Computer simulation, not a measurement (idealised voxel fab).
Process module, titled voxel trench capacitor
Section shown: cut. Width: 280 nm. Cell size: 5 nm, square.
Cross-section = grid of square cells, listed top down in bands; band = one or more rows.
Heights first: top, then bottom, in nm. Then materials, left to right, each with a width in nm. "everywhere" on a single material: fills the band edge to edge. "empty": empty space.
Basically, 0 is our baseline, since under it the wafer straight out of the box is all one material. The bottom band has no lower end and keeps on going down, so it looks like "from 0 down".
Top row gets the first number, bottom row gets the second, and each row in between changes by the same step: that is how a band width like "30 to 40" works.
The cross-section has no changed cell in any step marked "remained the same".
"Unvented voids" - sealed voids, min. 8 cells, no opening to top; format: width x height at distance (distance from left edge; nm throughout).
On each step's line, the part that comes after the settings is the simulator's own comment on the step.
Each step line may optionally specify "overlay nm", which for a step with a mask gives the rightward distance between the mask's planned place and where it lay, a negative value indicating the leftward direction.
**Planned process steps**
1. op RECEIVE | material Si
2. op CONFORMAL_DEP | material SiN | thk nm 10
3. op MASKED_ETCH | tone open | mask id TRENCH | width nm 20 | pitch nm 40 | etch materials SiN | depth nm 10 | overlay nm 0
4. op MASKED_ETCH | tone open | mask id TRENCH | width nm 20 | pitch nm 40 | etch materials Si | depth nm 40 | overlay nm 0
5. op CONFORMAL_DEP | material SiO2 | thk nm 5
6. op FILL_DEP | material polySi | thk nm 10
7. op CMP | height nm 10
**Delivered wafer in cross-section: state after step 1**
  from 0 down  Si everywhere
  Unvented voids: none
**Cross-section, end of module. Start: as above. Plan: as above. Execution: one mistake**
  from 20 to 15  polySi everywhere
  from 15 to 10  SiO2 95 nm | polySi 10 nm | SiO2 30 nm | polySi 10 nm | SiO2 30 nm | polySi 10 nm | SiO2 95 nm
  from 10 to 0  SiN 90 nm | SiO2 5 nm | polySi 10 nm | SiO2 5 nm | SiN 20 nm | SiO2 5 nm | polySi 10 nm | SiO2 5 nm | SiN 20 nm | SiO2 5 nm | polySi 10 nm | SiO2 5 nm | SiN 90 nm
  from 0 to -35  Si 90 nm | SiO2 5 nm | polySi 10 nm | SiO2 5 nm | Si 20 nm | SiO2 5 nm | polySi 10 nm | SiO2 5 nm | Si 20 nm | SiO2 5 nm | polySi 10 nm | SiO2 5 nm | Si 90 nm
  from -35 to -40  Si 90 nm | SiO2 20 nm | Si 20 nm | SiO2 20 nm | Si 20 nm | SiO2 20 nm | Si 90 nm
  from -40 down  Si everywhere
  Unvented voids: none
What was the processing mistake? step 7 ran differently from the plan; actual operation with settings: op CMP | height nm 20
